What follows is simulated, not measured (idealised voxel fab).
Proc. module: voxel quadruple lines
Square cell edge 5 nm, section width 255 nm, ID cut.
A cross-section is a grid of square cells, given in bands from the top down. A band is one or more rows of cells. Look at the band entry: it leads with the top's height and the bottom's height in nm. Then it lists the materials left to right, with a width in nm for each. The word "all across" on a single material says that material fills the band edge to edge. The word "blank" is empty space. Heights are measured from 0, the level below which the as-received wafer is all one material; the lowest band has no bottom and continues downward, written as in "z 0 and below". Width: "30..40" (first number = top row, second number = bottom row, same change from row to row of cells). "nothing changed" for a step: no cell of the cross-section changed in that step. Under "Catalogued sealed voids" you'll find the enclosed gaps, the ones with no way out to the top, that are 8 cells or bigger; each reads width x height at distance, with distance counted from the left edge, everything in nm. On each step's line, the part that comes after the settings is the simulator's own comment on the step. The "overlay nm" setting may appear on a step's line; for a step that uses a mask, it gives how far to the right of its planned position the mask lay, and a negative value indicates the left.
Here's what the planned process steps look like
1. RECEIVE [material Si]
2. CONFORMAL_DEP [material Al2O3] [thk nm 10]
3. DIRECTIONAL_DEP [material W] [thk nm 15]
4. DIRECTIONAL_DEP [material polySi] [thk nm 15]
5. DIRECTIONAL_DEP [material aC] [thk nm 20]
6. PATTERN [tone cover] [mask id MANDREL] [material resist] [width nm 30] [thk nm 30] [overlay nm 0]
7. DIRECTIONAL_ETCH [etch materials aC] [depth nm 20]
8. STRIP [etch materials resist]
9. CONFORMAL_DEP [material SiO2] [thk nm 10]
10. DIRECTIONAL_ETCH [etch materials SiO2] [depth nm 10]
11. STRIP [etch materials aC]
12. DIRECTIONAL_ETCH [etch materials polySi] [depth nm 15]
13. STRIP [etch materials SiO2]
14. CONFORMAL_DEP [material SiN] [thk nm 10]
15. DIRECTIONAL_ETCH [etch materials SiN] [depth nm 10]
16. STRIP [etch materials polySi]
17. DIRECTIONAL_ETCH [etch materials W] [depth nm 15]
18. STRIP [etch materials SiN]
Cross-section: wafer on arrival = after step 1
- z 0 and below  Si all across
- Catalogued sealed voids: none
Wafer at module end, in section. Began as above, planned as above, run with one mistake
- z 25 to 10  blank 95 nm  W 10 nm  blank 10 nm  W 10 nm  blank 10 nm  W 10 nm  blank 10 nm  W 10 nm  blank 90 nm
- z 10 to 0  Al2O3 all across
- z 0 and below  Si all across
- Catalogued sealed voids: none
Where did the run depart from the plan? step 6 was run on a setting that differed from the plan, and what really ran there is PATTERN [tone cover] [mask id MANDREL] [material resist] [width nm 30] [thk nm 30] [overlay nm 5]
